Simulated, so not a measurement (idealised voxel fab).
The following process module bears the name voxel wiring stack.
Cross-section cut: width 165 nm, square cells of 5 nm.
Bands, listed from the top down, are how a cross-section gets written in this document; the cross-section itself is a grid of square cells, and a band is one or more rows of them. In this notation a band is specified by the heights of its top and bottom, in that order and in nm, after which its materials appear from left to right, each paired with its width in nm. The word "all across" attached to a single material means that material fills the band from edge to edge; the word "air" stands for empty space. Zero point of the height axis is 0; under it, received wafer = one material. Lowest band: continues down indefinitely, "0..down". The two numbers in a width such as "30 to 40" mark its ends across the band: the first belongs to the top row of cells, the second to the bottom row, and from each row to the next the width moves by the same amount. Step marked "no modifications"? Then no cell in the cross-section changed in it. Listed in "Enclosed voids": every empty space of 8 or more cells without an open way to the top. Form: width x height at distance, the distance being from the left edge, all in nm. Note: text after step settings on the step line = simulator remark on that step. Each step line may optionally specify "overlay nm", which for a step with a mask gives the rightward distance between the mask's planned place and where it lay, a negative value indicating the leftward direction.

Steps planned for the process:
1 RECEIVE,material Si
2 CONFORMAL_DEP,material SiO2,thk nm 10
3 DIRECTIONAL_DEP,material TiN,thk nm 5
4 DIRECTIONAL_DEP,material W,thk nm 25
5 DIRECTIONAL_DEP,material aC,thk nm 10
6 PATTERN,tone cover,mask id METAL_1,material resist,width nm 20,pitch nm 35,thk nm 25,overlay nm 0
7 DIRECTIONAL_ETCH,etch materials aC,depth nm 10
8 STRIP,etch materials resist
9 DIRECTIONAL_ETCH,etch materials W,depth nm 25
10 DIRECTIONAL_ETCH,etch materials TiN,depth nm 5
11 STRIP,etch materials aC
12 CONFORMAL_DEP,material SiN,thk nm 5
13 FILL_DEP,material lowk,thk nm 10
14 CMP,height nm 40
15 CONFORMAL_DEP,material SiCN,thk nm 5
16 DIRECTIONAL_DEP,material SiO2,thk nm 15
17 PATTERN,tone open,mask id PLUG_1,material resist,width nm 15,pitch nm 70,thk nm 15,overlay nm 0
18 DIRECTIONAL_ETCH,etch materials SiO2,depth nm 15
19 DIRECTIONAL_ETCH,etch materials SiCN,depth nm 5
20 STRIP,etch materials resist
21 CONFORMAL_DEP,material TiN,thk nm 5
22 FILL_DEP,material Cu,thk nm 5
23 CMP,height nm 60
24 DIRECTIONAL_DEP,material TiN,thk nm 5
25 DIRECTIONAL_DEP,material Ru,thk nm 25
26 PATTERN,tone cover,mask id METAL_2,material resist,width nm 20,pitch nm 35,thk nm 20,overlay nm 0
27 DIRECTIONAL_ETCH,etch materials Ru,depth nm 25
28 DIRECTIONAL_ETCH,etch materials TiN,depth nm 5
29 STRIP,etch materials resist
30 FILL_DEP,material SiO2,thk nm 5
31 CMP,height nm 90
32 CONFORMAL_DEP,material SiN,thk nm 5

Wafer cross-section on receipt, i.e. after step 1:
> 0..down = Si all across
> Enclosed voids: none

first wafer at the end, as planned:
> 95..90 = SiN all across
> 90..65 = SiO2=20 / Ru=20 / SiO2=15 / Ru=20 / SiO2=15 / Ru=20 / SiO2=15 / Ru=20 / SiO2=20
> 65..60 = SiO2=20 / TiN=20 / SiO2=15 / TiN=20 / SiO2=15 / TiN=20 / SiO2=15 / TiN=20 / SiO2=20
> 60..45 = SiO2=20 / TiN=5 / Cu=5 / TiN=5 / SiO2=55 / TiN=5 / Cu=5 / TiN=5 / SiO2=60
> 45..40 = SiCN=20 / TiN=15 / SiCN=55 / TiN=15 / SiCN=60
> 40..15 = lowk=15 / SiN=5 / W=20 / SiN=5 / lowk=5 / SiN=5 / W=20 / SiN=5 / lowk=5 / SiN=5 / W=20 / SiN=5 / lowk=5 / SiN=5 / W=20 / SiN=5 / lowk=15
> 15..10 = SiN=20 / TiN=20 / SiN=15 / TiN=20 / SiN=15 / TiN=20 / SiN=15 / TiN=20 / SiN=20
> 10..0 = SiO2 all across
> 0..down = Si all across
> Enclosed voids: none

Cross-sectional view: second of two wafers, end of module; start and plan identical to the first, one mistake in running:
> 95..90 = SiN all across
> 90..65 = SiO2=20 / Ru=20 / SiO2=15 / Ru=20 / SiO2=15 / Ru=20 / SiO2=15 / Ru=20 / SiO2=20
> 65..60 = SiO2=20 / TiN=20 / SiO2=15 / TiN=20 / SiO2=15 / TiN=20 / SiO2=15 / TiN=20 / SiO2=20
> 60..55 = SiCN=20 / TiN=15 / SiCN=55 / TiN=15 / SiCN=60
> 55..40 = SiO2 all across
> 40..15 = lowk=15 / SiN=5 / W=20 / SiN=5 / lowk=5 / SiN=5 / W=20 / SiN=5 / lowk=5 / SiN=5 / W=20 / SiN=5 / lowk=5 / SiN=5 / W=20 / SiN=5 / lowk=15
> 15..10 = SiN=20 / TiN=20 / SiN=15 / TiN=20 / SiN=15 / TiN=20 / SiN=15 / TiN=20 / SiN=20
> 10..0 = SiO2 all across
> 0..down = Si all across
> Enclosed voids: none
Processing error: transposition of steps 15 and 16 relative to the planned sequence
Final comparison by cell count, materials where the second wafer has more or fewer than the first: -6 Cu, +18 SiO2, -12 TiN
